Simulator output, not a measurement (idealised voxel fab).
The following is a process module called voxel capacitor over wiring.
Section shown: cut. Width: 245 nm. Cell size: 5 nm, square.
A cross-section in this document is a grid of square cells, and it is written down as bands, the top band listed before the ones below it; a band is made up of one or more rows of cells. The band entry comprises the height of the band's top followed by the height of its bottom, expressed in nm, and subsequently the band's materials from left to right, each stated together with its width in nm. Where a single material is marked with the word "throughout", that material fills the band from edge to edge. The word "blank" represents empty space. Height is counted from the level 0, under which the received wafer is composed throughout of one material. The lowest of the bands is not closed at the bottom but continues downward, in the notation "z 0 and below". The width entry "30..40" should be interpreted row by row: the top row of cells in the band takes the first number, the bottom row takes the second number, and the change between adjacent rows is uniform throughout. No cell of the cross-section changed in a step that is given as "nothing changed". "Voids lacking openings" contains a list of empty spaces, each no smaller than 8 cells and without an open way to the top, written in the form width x height at distance with the distance from the left edge and all three in nm. It should be noted that, on the line of a given step, the content following the step's settings is a remark produced by the simulator itself with respect to that step. A step line may carry the setting "overlay nm", which, for steps involving a mask, states the distance by which the mask lay to the right of its intended position; negative values denote displacement to the left.

Process steps (planned)
| 1 | RECEIVE: material Si |
| 2 | CONFORMAL_DEP: material SiO2, thk nm 15 |
| 3 | DIRECTIONAL_DEP: material TiN, thk nm 5 |
| 4 | DIRECTIONAL_DEP: material Ru, thk nm 20 |
| 5 | PATTERN: tone cover, mask id METAL_1, material resist, width nm 25, pitch nm 75, thk nm 20, overlay nm 0 |
| 6 | DIRECTIONAL_ETCH: etch materials Ru, depth nm 20 |
| 7 | DIRECTIONAL_ETCH: etch materials TiN, depth nm 5 |
| 8 | STRIP: etch materials resist |
| 9 | CONFORMAL_DEP: material SiCN, thk nm 5 |
| 10 | FILL_DEP: material SiO2, thk nm 10 |
| 11 | CMP: height nm 40 |
| 12 | CONFORMAL_DEP: material SiCN, thk nm 5 |
| 13 | DIRECTIONAL_DEP: material lowk, thk nm 20 |
| 14 | MASKED_ETCH: tone open, mask id PLUG_1, width nm 15, etch materials lowk, depth nm 20, overlay nm 0 |
| 15 | MASKED_ETCH: tone open, mask id PLUG_1, width nm 15, etch materials SiCN, depth nm 5, overlay nm 0 |
| 16 | EPI: material Ru, thk nm 10 |
| 17 | EPI: material Ru, thk nm 10 |
| 18 | EPI: material Ru, thk nm 5 |
| 19 | DIRECTIONAL_DEP: material TiN, thk nm 10 |
| 20 | DIRECTIONAL_DEP: material SiN, thk nm 5 |
| 21 | DIRECTIONAL_DEP: material TiN, thk nm 5 |
| 22 | MASKED_ETCH: tone cover, mask id UPPER_PLATE, width nm 55, etch materials TiN, depth nm 5, overlay nm 0 |
| 23 | MASKED_ETCH: tone cover, mask id UPPER_PLATE, width nm 45, etch materials SiN, depth nm 5, overlay nm 0 |
| 24 | MASKED_ETCH: tone cover, mask id LOWER_PLATE, width nm 65, etch materials TiN, depth nm 10, overlay nm 0 |
| 25 | FILL_DEP: material SiO2, thk nm 15 |
| 26 | CMP: height nm 95 |
| 27 | DIRECTIONAL_DEP: material aC, thk nm 10 |
| 28 | PATTERN: tone open, mask id PLUG_2, material resist, width nm 15, thk nm 25, overlay nm 0 |
| 29 | DIRECTIONAL_ETCH: etch materials aC, depth nm 10 |
| 30 | STRIP: etch materials resist |
| 31 | DIRECTIONAL_ETCH: etch materials SiO2, depth nm 10 |
| 32 | STRIP: etch materials aC |
| 33 | CONFORMAL_DEP: material TiN, thk nm 5 |
| 34 | FILL_DEP: material Cu, thk nm 10 |
| 35 | CMP: height nm 95 |
| 36 | CONFORMAL_DEP: material SiN, thk nm 5 |
Don't read the plan's width nm for step 23 as applying to every wafer: that's the first wafer's value, and the wafers differ in it, though they all start identical.

Cross-sectional view of the first of several wafers in the as-received condition, corresponding to the state following step 1
* z 0 and below | Si throughout
* Voids lacking openings: none

Last step of the module is step 36; after it, the first of several wafers in cross-section
* z 100 to 95 | SiN throughout
* z 95 to 90 | SiO2=90; TiN=5; Cu=5; TiN=5; SiO2=140
* z 90 to 80 | SiO2=90..80; TiN=15..55; SiO2=140..110
* z 80 to 75 | SiO2=80; SiN=55; SiO2=110
* z 75 to 65 | SiO2=75; TiN=65; SiO2=105
* z 65 to 45 | lowk=80; Ru=15; lowk=150
* z 45 to 40 | SiCN=80; Ru=15; SiCN=150
* z 40 to 20 | SiO2=65; SiCN=5; Ru=25; SiCN=5; SiO2=40; SiCN=5; Ru=25; SiCN=5; SiO2=70
* z 20 to 15 | SiCN=70; TiN=25; SiCN=50; TiN=25; SiCN=75
* z 15 to 0 | SiO2 throughout
* z 0 and below | Si throughout
* Voids lacking openings: none

Cross-section, module end, final of several wafers
* z 100 to 95 | SiN throughout
* z 95 to 90 | SiO2=90; TiN=5; Cu=5; TiN=5; SiO2=140
* z 90 to 80 | SiO2=90..80; TiN=15..55; SiO2=140..110
* z 80 to 75 | SiO2=75; SiN=70; SiO2=100
* z 75 to 65 | SiO2=75; TiN=70; SiO2=100
* z 65 to 45 | lowk=80; Ru=15; lowk=150
* z 45 to 40 | SiCN=80; Ru=15; SiCN=150
* z 40 to 20 | SiO2=65; SiCN=5; Ru=25; SiCN=5; SiO2=40; SiCN=5; Ru=25; SiCN=5; SiO2=70
* z 20 to 15 | SiCN=70; TiN=25; SiCN=50; TiN=25; SiCN=75
* z 15 to 0 | SiO2 throughout
* z 0 and below | Si throughout
* Voids lacking openings: none

The table below has one row for each wafer; a row shows, as of the end of the module, how many cells of each material the wafer has gained, marked (+), or lost, marked (-), since it was received, and then the wafer's closed voids
width nm 45 | +1 Cu | +55 Ru | +101 SiCN | +60 SiN | +527 SiO2 | +52 TiN | +184 lowk | Voids lacking openings: none
width nm 50 | +1 Cu | +55 Ru | +101 SiCN | +60 SiN | +527 SiO2 | +52 TiN | +184 lowk | Voids lacking openings: none
width nm 55 | +1 Cu | +55 Ru | +101 SiCN | +60 SiN | +527 SiO2 | +52 TiN | +184 lowk | Voids lacking openings: none
width nm 60 | +1 Cu | +55 Ru | +101 SiCN | +61 SiN | +526 SiO2 | +52 TiN | +184 lowk | Voids lacking openings: none
width nm 65 | +1 Cu | +55 Ru | +101 SiCN | +62 SiN | +525 SiO2 | +52 TiN | +184 lowk | Voids lacking openings: none
width nm 70 | +1 Cu | +55 Ru | +101 SiCN | +63 SiN | +522 SiO2 | +54 TiN | +184 lowk | Voids lacking openings: none
